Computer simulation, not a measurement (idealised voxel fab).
process module | voxel gate over fins
Cross-section cut spans 295 nm and uses square cells 5 nm in size.
When this document writes out a cross-section, it uses a grid of square cells and lists it as bands, beginning at the top and moving down, with a band standing for one or more rows of cells. Heights first: top, then bottom, in nm. Then materials, left to right, each with a width in nm. "full width" on a single material: fills the band edge to edge. "air": empty space. For the purposes of this specification, 0 denotes the height below which the wafer in its as-received condition is composed wholly of one material, and the lowermost band, lacking a lower limit, extends downward without end, as expressed in "z 0 and below". A two-number width, for instance "30 to 40", indicates that the width is equal to the first number in the top row of the band and to the second number in the bottom row, and that it changes by a constant amount per row of cells. For the purposes of this document, the phrase "remains unaltered" attached to a step denotes that no cell within the cross-section was modified by that step. You'll see "Catalogued sealed voids" listing empty spaces that have no way open to the top, as long as they're 8 cells or more; the notation is width x height at distance, where the distance is from the left edge, and all of it is in nm. Post-settings text on a step line: simulator's own remark regarding the step. The "overlay nm" setting may appear on a step's line; for a step that uses a mask, it gives how far to the right of its planned position the mask lay, and a negative value indicates the left. For the reader: what remains of this document is a series of pairs, each showing a cross-section before one process step and a cross-section after that step which reaches down only to the lowest band that changed, with the step between them and its settings set out under the pair. It should not be assumed that a pair continues from the pair above it; the pairs can come from different runs of this module on the same starting wafer, and such continuity exists only where the entry headed "Preceding state" says so.
# Preceding state
    z 0 and below  Si full width
    Catalogued sealed voids: none
# Section, Post-Step
    z 10 to 0  SiN full width
    Lower than 0, everything is as it was.
    Catalogued sealed voids: none
The structure goes from the before cross-section above to the after cross-section through CONFORMAL_DEP: material SiN, thk nm 10
Preceding state: The pre-step condition corresponds to the post-step cross-section depicted in the pair directly above.
# Section, Post-Step
    z 10 to 0  100 of air  15 of SiN  25 of air  15 of SiN  25 of air  15 of SiN  100 of air
    Lower than 0, everything is as it was.
    Catalogued sealed voids: none
The structure goes from the before cross-section above to the after cross-section through MASKED_ETCH: tone cover, mask id FINS, width nm 15, pitch nm 40, etch materials SiN, depth nm 10, overlay nm 0
Preceding state: The pre-step condition corresponds to the post-step cross-section depicted in the pair directly above.
# Section, Post-Step
    z 10 to 0  100 of air  15 of SiN  25 of air  15 of SiN  25 of air  15 of SiN  100 of air
    z 0 to -35  100 of air  15 of Si  25 of air  15 of Si  25 of air  15 of Si  100 of air
    Lower than -35, everything is as it was.
    Catalogued sealed voids: none
The structure goes from the before cross-section above to the after cross-section through MASKED_ETCH: tone cover, mask id FINS, width nm 15, pitch nm 40, etch materials Si, depth nm 35, overlay nm 0
Preceding state: The pre-step condition corresponds to the post-step cross-section depicted in the pair directly above.
# Section, Post-Step
    z 25 to 10  SiO2 full width
    z 10 to 0  100 of SiO2  15 of SiN  25 of SiO2  15 of SiN  25 of SiO2  15 of SiN  100 of SiO2
    z 0 to -35  100 of SiO2  15 of Si  25 of SiO2  15 of Si  25 of SiO2  15 of Si  100 of SiO2
    Lower than -35, everything is as it was.
    Catalogued sealed voids: none
The structure goes from the before cross-section above to the after cross-section through FILL_DEP: material SiO2, thk nm 15
Preceding state: The pre-step condition corresponds to the post-step cross-section depicted in the pair directly above.
# Section, Post-Step
    z 10 to 0  100 of SiO2  15 of SiN  25 of SiO2  15 of SiN  25 of SiO2  15 of SiN  100 of SiO2
    Lower than 0, everything is as it was.
    Catalogued sealed voids: none
The structure goes from the before cross-section above to the after cross-section through CMP: height nm 10
Preceding state: The pre-step condition corresponds to the post-step cross-section depicted in the pair directly above.
# Section, Post-Step
    z 10 to 0  100 of air  15 of SiN  25 of air  15 of SiN  25 of air  15 of SiN  100 of air
    z 0 to -15  100 of air  15 of Si  25 of air  15 of Si  25 of air  15 of Si  100 of air
    Lower than -15, everything is as it was.
    Catalogued sealed voids: none
The structure goes from the before cross-section above to the after cross-section through SELECTIVE_ETCH: etch materials SiO2, depth nm 25
Preceding state: The pre-step condition corresponds to the post-step cross-section depicted in the pair directly above.
# Section, Post-Step
    z 0 to -15  100 of air  15 of Si  25 of air  15 of Si  25 of air  15 of Si  100 of air
    Lower than -15, everything is as it was.
    Catalogued sealed voids: none
The structure goes from the before cross-section above to the after cross-section through STRIP: etch materials SiN
Preceding state: The pre-step condition corresponds to the post-step cross-section depicted in the pair directly above.
# Section, Post-Step
    z 5 to 0  95 of air  25 of HfO2  15 of air  25 of HfO2  15 of air  25 of HfO2  95 of air
    z 0 to -10  95 of air  5 of HfO2  15 of Si  5 of HfO2  15 of air  5 of HfO2  15 of Si  5 of HfO2  15 of air  5 of HfO2  15 of Si  5 of HfO2  95 of air
    z -10 to -15  100 of HfO2  15 of Si  25 of HfO2  15 of Si  25 of HfO2  15 of Si  100 of HfO2
    Lower than -15, everything is as it was.
    Catalogued sealed voids: none
The structure goes from the before cross-section above to the after cross-section through CONFORMAL_DEP: material HfO2, thk nm 5
Preceding state: The pre-step condition corresponds to the post-step cross-section depicted in the pair directly above.
# Section, Post-Step
    z 10 to 5  90 of air  35 of TiN  5 of air  35 of TiN  5 of air  35 of TiN  90 of air
    z 5 to 0  90 of air  5 of TiN  25 of HfO2  5 of TiN  5 of air  5 of TiN  25 of HfO2  5 of TiN  5 of air  5 of TiN  25 of HfO2  5 of TiN  90 of air
    z 0 to -5  90 of air  5 of TiN  5 of HfO2  15 of Si  5 of HfO2  5 of TiN  5 of air  5 of TiN  5 of HfO2  15 of Si  5 of HfO2  5 of TiN  5 of air  5 of TiN  5 of HfO2  15 of Si  5 of HfO2  5 of TiN  90 of air
    z -5 to -10  95 of TiN  5 of HfO2  15 of Si  5 of HfO2  15 of TiN  5 of HfO2  15 of Si  5 of HfO2  15 of TiN  5 of HfO2  15 of Si  5 of HfO2  95 of TiN
    Lower than -10, everything is as it was.
    Catalogued sealed voids: none
The structure goes from the before cross-section above to the after cross-section through CONFORMAL_DEP: material TiN, thk nm 5
Preceding state: The pre-step condition corresponds to the post-step cross-section depicted in the pair directly above.
# Section, Post-Step
    z 15 to 10  85 of air  125 of TiAl  85 of air
    z 10 to 5  85 of air  5 of TiAl  35 of TiN  5 of TiAl  35 of TiN  5 of TiAl  35 of TiN  5 of TiAl  85 of air
    z 5 to 0  85 of air  5 of TiAl  5 of TiN  25 of HfO2  5 of TiN  5 of TiAl  5 of TiN  25 of HfO2  5 of TiN  5 of TiAl  5 of TiN  25 of HfO2  5 of TiN  5 of TiAl  85 of air
    z 0 to -5  90 of TiAl  5 of TiN  5 of HfO2  15 of Si  5 of HfO2  5 of TiN  5 of TiAl  5 of TiN  5 of HfO2  15 of Si  5 of HfO2  5 of TiN  5 of TiAl  5 of TiN  5 of HfO2  15 of Si  5 of HfO2  5 of TiN  90 of TiAl
    Lower than -5, everything is as it was.
    Catalogued sealed voids: none
The structure goes from the before cross-section above to the after cross-section through CONFORMAL_DEP: material TiAl, thk nm 5
Preceding state: The pre-step condition corresponds to the post-step cross-section depicted in the pair directly above.
# Section, Post-Step
    z 20 to 15  80 of air  135 of TiN  80 of air
    z 15 to 10  80 of air  5 of TiN  125 of TiAl  5 of TiN  80 of air
    z 10 to 5  80 of air  5 of TiN  5 of TiAl  35 of TiN  5 of TiAl  35 of TiN  5 of TiAl  35 of TiN  5 of TiAl  5 of TiN  80 of air
    z 5 to 0  85 of TiN  5 of TiAl  5 of TiN  25 of HfO2  5 of TiN  5 of TiAl  5 of TiN  25 of HfO2  5 of TiN  5 of TiAl  5 of TiN  25 of HfO2  5 of TiN  5 of TiAl  85 of TiN
    Lower than 0, everything is as it was.
    Catalogued sealed voids: none
The structure goes from the before cross-section above to the after cross-section through CONFORMAL_DEP: material TiN, thk nm 5
Preceding state: The pre-step condition corresponds to the post-step cross-section depicted in the pair directly above.
# Section, Post-Step
    z 30 to 20  W full width
    z 20 to 15  80 of W  135 of TiN  80 of W
    z 15 to 10  80 of W  5 of TiN  125 of TiAl  5 of TiN  80 of W
    z 10 to 5  80 of W  5 of TiN  5 of TiAl  35 of TiN  5 of TiAl  35 of TiN  5 of TiAl  35 of TiN  5 of TiAl  5 of TiN  80 of W
    Lower than 5, everything is as it was.
    Catalogued sealed voids: none
The structure goes from the before cross-section above to the after cross-section through FILL_DEP: material W, thk nm 10
Preceding state: The pre-step condition corresponds to the post-step cross-section depicted in the pair directly above.
# Section, Post-Step
    z 25 to 20  W full width
    Lower than 20, everything is as it was.
    Catalogued sealed voids: none
The structure goes from the before cross-section above to the after cross-section through CMP: height nm 25
Preceding state: The pre-step condition corresponds to the post-step cross-section depicted in the pair directly above.
# Section, Post-Step
    z 30 to 25  SiCN full width
    Lower than 25, everything is as it was.
    Catalogued sealed voids: none
The structure goes from the before cross-section above to the after cross-section through CONFORMAL_DEP: material SiCN, thk nm 5
# Preceding state
    z 25 to 10  SiO2 full width
    z 10 to 0  100 of SiO2  15 of SiN  25 of SiO2  15 of SiN  25 of SiO2  15 of SiN  100 of SiO2
    z 0 to -35  100 of SiO2  15 of Si  25 of SiO2  15 of Si  25 of SiO2  15 of Si  100 of SiO2
    z -35 and below  Si full width
    Catalogued sealed voids: none
# Section, Post-Step
    z 10 to 0  100 of air  15 of SiN  25 of air  15 of SiN  25 of air  15 of SiN  100 of air
    Lower than 0, everything is as it was.
    Catalogued sealed voids: none
The structure goes from the before cross-section above to the after cross-section through SELECTIVE_ETCH: etch materials SiO2, depth nm 25
Preceding state: The pre-step condition corresponds to the post-step cross-section depicted in the pair directly above.
# Section, Post-Step
    z 0 to -35  100 of SiO2  15 of Si  25 of SiO2  15 of Si  25 of SiO2  15 of Si  100 of SiO2
    Lower than -35, everything is as it was.
    Catalogued sealed voids: none
The structure goes from the before cross-section above to the after cross-section through STRIP: etch materials SiN
Preceding state: The pre-step condition corresponds to the post-step cross-section depicted in the pair directly above.
# Section, Post-Step
    z 5 to 0  HfO2 full width
    Lower than 0, everything is as it was.
    Catalogued sealed voids: none
The structure goes from the before cross-section above to the after cross-section through CONFORMAL_DEP: material HfO2, thk nm 5
Preceding state: The pre-step condition corresponds to the post-step cross-section depicted in the pair directly above.
# Section, Post-Step
    z 10 to 5  TiN full width
    Lower than 5, everything is as it was.
    Catalogued sealed voids: none
The structure goes from the before cross-section above to the after cross-section through CONFORMAL_DEP: material TiN, thk nm 5
Preceding state: The pre-step condition corresponds to the post-step cross-section depicted in the pair directly above.
# Section, Post-Step
    z 15 to 10  TiAl full width
    Lower than 10, everything is as it was.
    Catalogued sealed voids: none
The structure goes from the before cross-section above to the after cross-section through CONFORMAL_DEP: material TiAl, thk nm 5
Preceding state: The pre-step condition corresponds to the post-step cross-section depicted in the pair directly above.
# Section, Post-Step
    z 20 to 15  TiN full width
    Lower than 15, everything is as it was.
    Catalogued sealed voids: none
The structure goes from the before cross-section above to the after cross-section through CONFORMAL_DEP: material TiN, thk nm 5
Preceding state: The pre-step condition corresponds to the post-step cross-section depicted in the pair directly above.
# Section, Post-Step
    z 30 to 20  W full width
    Lower than 20, everything is as it was.
    Catalogued sealed voids: none
The structure goes from the before cross-section above to the after cross-section through FILL_DEP: material W, thk nm 10
Preceding state: The pre-step condition corresponds to the post-step cross-section depicted in the pair directly above.
# Section, Post-Step
    z 25 to 20  W full width
    Lower than 20, everything is as it was.
    Catalogued sealed voids: none
The structure goes from the before cross-section above to the after cross-section through CMP: height nm 25
Preceding state: The pre-step condition corresponds to the post-step cross-section depicted in the pair directly above.
# Section, Post-Step
    z 30 to 25  SiCN full width
    Lower than 25, everything is as it was.
    Catalogued sealed voids: none
The structure goes from the before cross-section above to the after cross-section through CONFORMAL_DEP: material SiCN, thk nm 5
# Preceding state
    z 10 to 0  100 of air  15 of SiN  25 of air  15 of SiN  25 of air  15 of SiN  100 of air
    z 0 to -35  100 of air  15 of Si  25 of air  15 of Si  25 of air  15 of Si  100 of air
    z -35 and below  Si full width
    Catalogued sealed voids: none
# Section, Post-Step
    z 10 to 0  100 of air  15 of SiN  25 of air  15 of SiN  25 of air  15 of SiN  100 of air
    z 0 to -70  100 of air  15 of Si  25 of air  15 of Si  25 of air  15 of Si  100 of air
    Lower than -70, everything is as it was.
    Catalogued sealed voids: none
The structure goes from the before cross-section above to the after cross-section through MASKED_ETCH: tone cover, mask id FINS, width nm 15, pitch nm 40, etch materials Si, depth nm 35, overlay nm 0
Preceding state: The pre-step condition corresponds to the post-step cross-section depicted in the pair directly above.
# Section, Post-Step
    z 25 to 10  SiO2 full width
    z 10 to 0  100 of SiO2  15 of SiN  25 of SiO2  15 of SiN  25 of SiO2  15 of SiN  100 of SiO2
    z 0 to -70  100 of SiO2  15 of Si  25 of SiO2  15 of Si  25 of SiO2  15 of Si  100 of SiO2
    Lower than -70, everything is as it was.
    Catalogued sealed voids: none
The structure goes from the before cross-section above to the after cross-section through FILL_DEP: material SiO2, thk nm 15
Preceding state: The pre-step condition corresponds to the post-step cross-section depicted in the pair directly above.
# Section, Post-Step
    z 10 to 0  100 of SiO2  15 of SiN  25 of SiO2  15 of SiN  25 of SiO2  15 of SiN  100 of SiO2
    Lower than 0, everything is as it was.
    Catalogued sealed voids: none
The structure goes from the before cross-section above to the after cross-section through CMP: height nm 10
Preceding state: The pre-step condition corresponds to the post-step cross-section depicted in the pair directly above.
# Section, Post-Step
    z 10 to 0  100 of air  15 of SiN  25 of air  15 of SiN  25 of air  15 of SiN  100 of air
    z 0 to -15  100 of air  15 of Si  25 of air  15 of Si  25 of air  15 of Si  100 of air
    Lower than -15, everything is as it was.
    Catalogued sealed voids: none
The structure goes from the before cross-section above to the after cross-section through SELECTIVE_ETCH: etch materials SiO2, depth nm 25
Preceding state: The pre-step condition corresponds to the post-step cross-section depicted in the pair directly above.
# Section, Post-Step
    z 0 to -15  100 of air  15 of Si  25 of air  15 of Si  25 of air  15 of Si  100 of air
    Lower than -15, everything is as it was.
    Catalogued sealed voids: none
The structure goes from the before cross-section above to the after cross-section through STRIP: etch materials SiN
Preceding state: The pre-step condition corresponds to the post-step cross-section depicted in the pair directly above.
# Section, Post-Step
    z 5 to 0  95 of air  25 of HfO2  15 of air  25 of HfO2  15 of air  25 of HfO2  95 of air
    z 0 to -10  95 of air  5 of HfO2  15 of Si  5 of HfO2  15 of air  5 of HfO2  15 of Si  5 of HfO2  15 of air  5 of HfO2  15 of Si  5 of HfO2  95 of air
    z -10 to -15  100 of HfO2  15 of Si  25 of HfO2  15 of Si  25 of HfO2  15 of Si  100 of HfO2
    Lower than -15, everything is as it was.
    Catalogued sealed voids: none
The structure goes from the before cross-section above to the after cross-section through CONFORMAL_DEP: material HfO2, thk nm 5
Preceding state: The pre-step condition corresponds to the post-step cross-section depicted in the pair directly above.
# Section, Post-Step
    z 10 to 5  90 of air  35 of TiN  5 of air  35 of TiN  5 of air  35 of TiN  90 of air
    z 5 to 0  90 of air  5 of TiN  25 of HfO2  5 of TiN  5 of air  5 of TiN  25 of HfO2  5 of TiN  5 of air  5 of TiN  25 of HfO2  5 of TiN  90 of air
    z 0 to -5  90 of air  5 of TiN  5 of HfO2  15 of Si  5 of HfO2  5 of TiN  5 of air  5 of TiN  5 of HfO2  15 of Si  5 of HfO2  5 of TiN  5 of air  5 of TiN  5 of HfO2  15 of Si  5 of HfO2  5 of TiN  90 of air
    z -5 to -10  95 of TiN  5 of HfO2  15 of Si  5 of HfO2  15 of TiN  5 of HfO2  15 of Si  5 of HfO2  15 of TiN  5 of HfO2  15 of Si  5 of HfO2  95 of TiN
    Lower than -10, everything is as it was.
    Catalogued sealed voids: none
The structure goes from the before cross-section above to the after cross-section through CONFORMAL_DEP: material TiN, thk nm 5
Preceding state: The pre-step condition corresponds to the post-step cross-section depicted in the pair directly above.
# Section, Post-Step
    z 15 to 10  85 of air  125 of TiAl  85 of air
    z 10 to 5  85 of air  5 of TiAl  35 of TiN  5 of TiAl  35 of TiN  5 of TiAl  35 of TiN  5 of TiAl  85 of air
    z 5 to 0  85 of air  5 of TiAl  5 of TiN  25 of HfO2  5 of TiN  5 of TiAl  5 of TiN  25 of HfO2  5 of TiN  5 of TiAl  5 of TiN  25 of HfO2  5 of TiN  5 of TiAl  85 of air
    z 0 to -5  90 of TiAl  5 of TiN  5 of HfO2  15 of Si  5 of HfO2  5 of TiN  5 of TiAl  5 of TiN  5 of HfO2  15 of Si  5 of HfO2  5 of TiN  5 of TiAl  5 of TiN  5 of HfO2  15 of Si  5 of HfO2  5 of TiN  90 of TiAl
    Lower than -5, everything is as it was.
    Catalogued sealed voids: none
The structure goes from the before cross-section above to the after cross-section through CONFORMAL_DEP: material TiAl, thk nm 5
Preceding state: The pre-step condition corresponds to the post-step cross-section depicted in the pair directly above.
# Section, Post-Step
    z 20 to 15  80 of air  135 of TiN  80 of air
    z 15 to 10  80 of air  5 of TiN  125 of TiAl  5 of TiN  80 of air
    z 10 to 5  80 of air  5 of TiN  5 of TiAl  35 of TiN  5 of TiAl  35 of TiN  5 of TiAl  35 of TiN  5 of TiAl  5 of TiN  80 of air
    z 5 to 0  85 of TiN  5 of TiAl  5 of TiN  25 of HfO2  5 of TiN  5 of TiAl  5 of TiN  25 of HfO2  5 of TiN  5 of TiAl  5 of TiN  25 of HfO2  5 of TiN  5 of TiAl  85 of TiN
    Lower than 0, everything is as it was.
    Catalogued sealed voids: none
The structure goes from the before cross-section above to the after cross-section through CONFORMAL_DEP: material TiN, thk nm 5
Preceding state: The pre-step condition corresponds to the post-step cross-section depicted in the pair directly above.
# Section, Post-Step
    z 30 to 20  W full width
    z 20 to 15  80 of W  135 of TiN  80 of W
    z 15 to 10  80 of W  5 of TiN  125 of TiAl  5 of TiN  80 of W
    z 10 to 5  80 of W  5 of TiN  5 of TiAl  35 of TiN  5 of TiAl  35 of TiN  5 of TiAl  35 of TiN  5 of TiAl  5 of TiN  80 of W
    Lower than 5, everything is as it was.
    Catalogued sealed voids: none
The structure goes from the before cross-section above to the after cross-section through FILL_DEP: material W, thk nm 10
Preceding state: The pre-step condition corresponds to the post-step cross-section depicted in the pair directly above.
# Section, Post-Step
    z 25 to 20  W full width
    Lower than 20, everything is as it was.
    Catalogued sealed voids: none
The structure goes from the before cross-section above to the after cross-section through CMP: height nm 25
Preceding state: The pre-step condition corresponds to the post-step cross-section depicted in the pair directly above.
# Section, Post-Step
    z 30 to 25  SiCN full width
    Lower than 25, everything is as it was.
    Catalogued sealed voids: none
The structure goes from the before cross-section above to the after cross-section through CONFORMAL_DEP: material SiCN, thk nm 5
# Preceding state
    z 5 to 0  95 of air  25 of HfO2  15 of air  25 of HfO2  15 of air  25 of HfO2  95 of air
    z 0 to -10  95 of air  5 of HfO2  15 of Si  5 of HfO2  15 of air  5 of HfO2  15 of Si  5 of HfO2  15 of air  5 of HfO2  15 of Si  5 of HfO2  95 of air
    z -10 to -15  100 of HfO2  15 of Si  25 of HfO2  15 of Si  25 of HfO2  15 of Si  100 of HfO2
    z -15 to -35  100 of SiO2  15 of Si  25 of SiO2  15 of Si  25 of SiO2  15 of Si  100 of SiO2
    z -35 and below  Si full width
    Catalogued sealed voids: none
# Section, Post-Step
    z 10 to 5  90 of air  35 of TiAl  5 of air  35 of TiAl  5 of air  35 of TiAl  90 of air
    z 5 to 0  90 of air  5 of TiAl  25 of HfO2  5 of TiAl  5 of air  5 of TiAl  25 of HfO2  5 of TiAl  5 of air  5 of TiAl  25 of HfO2  5 of TiAl  90 of air
    z 0 to -5  90 of air  5 of TiAl  5 of HfO2  15 of Si  5 of HfO2  5 of TiAl  5 of air  5 of TiAl  5 of HfO2  15 of Si  5 of HfO2  5 of TiAl  5 of air  5 of TiAl  5 of HfO2  15 of Si  5 of HfO2  5 of TiAl  90 of air
    z -5 to -10  95 of TiAl  5 of HfO2  15 of Si  5 of HfO2  15 of TiAl  5 of HfO2  15 of Si  5 of HfO2  15 of TiAl  5 of HfO2  15 of Si  5 of HfO2  95 of TiAl
    Lower than -10, everything is as it was.
    Catalogued sealed voids: none
The structure goes from the before cross-section above to the after cross-section through CONFORMAL_DEP: material TiAl, thk nm 5
Preceding state: The pre-step condition corresponds to the post-step cross-section depicted in the pair directly above.
# Section, Post-Step
    z 15 to 10  85 of air  125 of TiN  85 of air
    z 10 to 5  85 of air  5 of TiN  35 of TiAl  5 of TiN  35 of TiAl  5 of TiN  35 of TiAl  5 of TiN  85 of air
    z 5 to 0  85 of air  5 of TiN  5 of TiAl  25 of HfO2  5 of TiAl  5 of TiN  5 of TiAl  25 of HfO2  5 of TiAl  5 of TiN  5 of TiAl  25 of HfO2  5 of TiAl  5 of TiN  85 of air
    z 0 to -5  90 of TiN  5 of TiAl  5 of HfO2  15 of Si  5 of HfO2  5 of TiAl  5 of TiN  5 of TiAl  5 of HfO2  15 of Si  5 of HfO2  5 of TiAl  5 of TiN  5 of TiAl  5 of HfO2  15 of Si  5 of HfO2  5 of TiAl  90 of TiN
    Lower than -5, everything is as it was.
    Catalogued sealed voids: none
The structure goes from the before cross-section above to the after cross-section through CONFORMAL_DEP: material TiN, thk nm 5
Preceding state: The pre-step condition corresponds to the post-step cross-section depicted in the pair directly above.
# Section, Post-Step
    z 20 to 10  80 of air  135 of TiN  80 of air
    z 10 to 5  80 of air  10 of TiN  35 of TiAl  5 of TiN  35 of TiAl  5 of TiN  35 of TiAl  10 of TiN  80 of air
    z 5 to 0  90 of TiN  5 of TiAl  25 of HfO2  5 of TiAl  5 of TiN  5 of TiAl  25 of HfO2  5 of TiAl  5 of TiN  5 of TiAl  25 of HfO2  5 of TiAl  90 of TiN
    Lower than 0, everything is as it was.
    Catalogued sealed voids: none
The structure goes from the before cross-section above to the after cross-section through CONFORMAL_DEP: material TiN, thk nm 5
Preceding state: The pre-step condition corresponds to the post-step cross-section depicted in the pair directly above.
# Section, Post-Step
    z 30 to 20  W full width
    z 20 to 10  80 of W  135 of TiN  80 of W
    z 10 to 5  80 of W  10 of TiN  35 of TiAl  5 of TiN  35 of TiAl  5 of TiN  35 of TiAl  10 of TiN  80 of W
    Lower than 5, everything is as it was.
    Catalogued sealed voids: none
The structure goes from the before cross-section above to the after cross-section through FILL_DEP: material W, thk nm 10
Preceding state: The pre-step condition corresponds to the post-step cross-section depicted in the pair directly above.
# Section, Post-Step
    z 25 to 20  W full width
    Lower than 20, everything is as it was.
    Catalogued sealed voids: none
The structure goes from the before cross-section above to the after cross-section through CMP: height nm 25
Preceding state: The pre-step condition corresponds to the post-step cross-section depicted in the pair directly above.
# Section, Post-Step
    z 30 to 25  SiCN full width
    Lower than 25, everything is as it was.
    Catalogued sealed voids: none
The structure goes from the before cross-section above to the after cross-section through CONFORMAL_DEP: material SiCN, thk nm 5
# Preceding state
    z 10 to 5  90 of air  35 of TiN  5 of air  35 of TiN  5 of air  35 of TiN  90 of air
    z 5 to 0  90 of air  5 of TiN  25 of HfO2  5 of TiN  5 of air  5 of TiN  25 of HfO2  5 of TiN  5 of air  5 of TiN  25 of HfO2  5 of TiN  90 of air
    z 0 to -5  90 of air  5 of TiN  5 of HfO2  15 of Si  5 of HfO2  5 of TiN  5 of air  5 of TiN  5 of HfO2  15 of Si  5 of HfO2  5 of TiN  5 of air  5 of TiN  5 of HfO2  15 of Si  5 of HfO2  5 of TiN  90 of air
    z -5 to -10  95 of TiN  5 of HfO2  15 of Si  5 of HfO2  15 of TiN  5 of HfO2  15 of Si  5 of HfO2  15 of TiN  5 of HfO2  15 of Si  5 of HfO2  95 of TiN
    z -10 to -15  100 of HfO2  15 of Si  25 of HfO2  15 of Si  25 of HfO2  15 of Si  100 of HfO2
    z -15 to -35  100 of SiO2  15 of Si  25 of SiO2  15 of Si  25 of SiO2  15 of Si  100 of SiO2
    z -35 and below  Si full width
    Catalogued sealed voids: none
# Section, Post-Step
    z 25 to 10  75 of air  145 of TiAl  75 of air
    z 10 to 5  90 of TiAl  35 of TiN  5 of TiAl  35 of TiN  5 of TiAl  35 of TiN  90 of TiAl
    z 5 to 0  90 of TiAl  5 of TiN  25 of HfO2  5 of TiN  5 of TiAl  5 of TiN  25 of HfO2  5 of TiN  5 of TiAl  5 of TiN  25 of HfO2  5 of TiN  90 of TiAl
    z 0 to -5  90 of TiAl  5 of TiN  5 of HfO2  15 of Si  5 of HfO2  5 of TiN  5 of TiAl  5 of TiN  5 of HfO2  15 of Si  5 of HfO2  5 of TiN  5 of TiAl  5 of TiN  5 of HfO2  15 of Si  5 of HfO2  5 of TiN  90 of TiAl
    Lower than -5, everything is as it was.
    Catalogued sealed voids: none
The structure goes from the before cross-section above to the after cross-section through CONFORMAL_DEP: material TiAl, thk nm 15
Preceding state: The pre-step condition corresponds to the post-step cross-section depicted in the pair directly above.
# Section, Post-Step
    z 30 to 25  70 of air  155 of TiN  70 of air
    z 25 to 15  70 of air  5 of TiN  145 of TiAl  5 of TiN  70 of air
    z 15 to 10  75 of TiN  145 of TiAl  75 of TiN
    Lower than 10, everything is as it was.
    Catalogued sealed voids: none
The structure goes from the before cross-section above to the after cross-section through CONFORMAL_DEP: material TiN, thk nm 5
Preceding state: The pre-step condition corresponds to the post-step cross-section depicted in the pair directly above.
# Section, Post-Step
    z 40 to 30  W full width
    z 30 to 25  70 of W  155 of TiN  70 of W
    z 25 to 15  70 of W  5 of TiN  145 of TiAl  5 of TiN  70 of W
    Lower than 15, everything is as it was.
    Catalogued sealed voids: none
The structure goes from the before cross-section above to the after cross-section through FILL_DEP: material W, thk nm 10
Preceding state: The pre-step condition corresponds to the post-step cross-section depicted in the pair directly above.
# Section, Post-Step
    z 25 to 15  70 of W  5 of TiN  145 of TiAl  5 of TiN  70 of W
    Lower than 15, everything is as it was.
    Catalogued sealed voids: none
The structure goes from the before cross-section above to the after cross-section through CMP: height nm 25
Preceding state: The pre-step condition corresponds to the post-step cross-section depicted in the pair directly above.
# Section, Post-Step
    z 30 to 25  SiCN full width
    Lower than 25, everything is as it was.
    Catalogued sealed voids: none
The structure goes from the before cross-section above to the after cross-section through CONFORMAL_DEP: material SiCN, thk nm 5
# Preceding state
    z 25 to 20  W full width
    z 20 to 15  80 of W  135 of TiN  80 of W
    z 15 to 10  80 of W  5 of TiN  125 of TiAl  5 of TiN  80 of W
    z 10 to 5  80 of W  5 of TiN  5 of TiAl  35 of TiN  5 of TiAl  35 of TiN  5 of TiAl  35 of TiN  5 of TiAl  5 of TiN  80 of W
    z 5 to 0  85 of TiN  5 of TiAl  5 of TiN  25 of HfO2  5 of TiN  5 of TiAl  5 of TiN  25 of HfO2  5 of TiN  5 of TiAl  5 of TiN  25 of HfO2  5 of TiN  5 of TiAl  85 of TiN
    z 0 to -5  90 of TiAl  5 of TiN  5 of HfO2  15 of Si  5 of HfO2  5 of TiN  5 of TiAl  5 of TiN  5 of HfO2  15 of Si  5 of HfO2  5 of TiN  5 of TiAl  5 of TiN  5 of HfO2  15 of Si  5 of HfO2  5 of TiN  90 of TiAl
    z -5 to -10  95 of TiN  5 of HfO2  15 of Si  5 of HfO2  15 of TiN  5 of HfO2  15 of Si  5 of HfO2  15 of TiN  5 of HfO2  15 of Si  5 of HfO2  95 of TiN
    z -10 to -15  100 of HfO2  15 of Si  25 of HfO2  15 of Si  25 of HfO2  15 of Si  100 of HfO2
    z -15 to -35  100 of SiO2  15 of Si  25 of SiO2  15 of Si  25 of SiO2  15 of Si  100 of SiO2
    z -35 and below  Si full width
    Catalogued sealed voids: none
# Section, Post-Step
    z 30 to 25  SiO2 full width
    Lower than 25, everything is as it was.
    Catalogued sealed voids: none
The structure goes from the before cross-section above to the after cross-section through CONFORMAL_DEP: material SiO2, thk nm 5
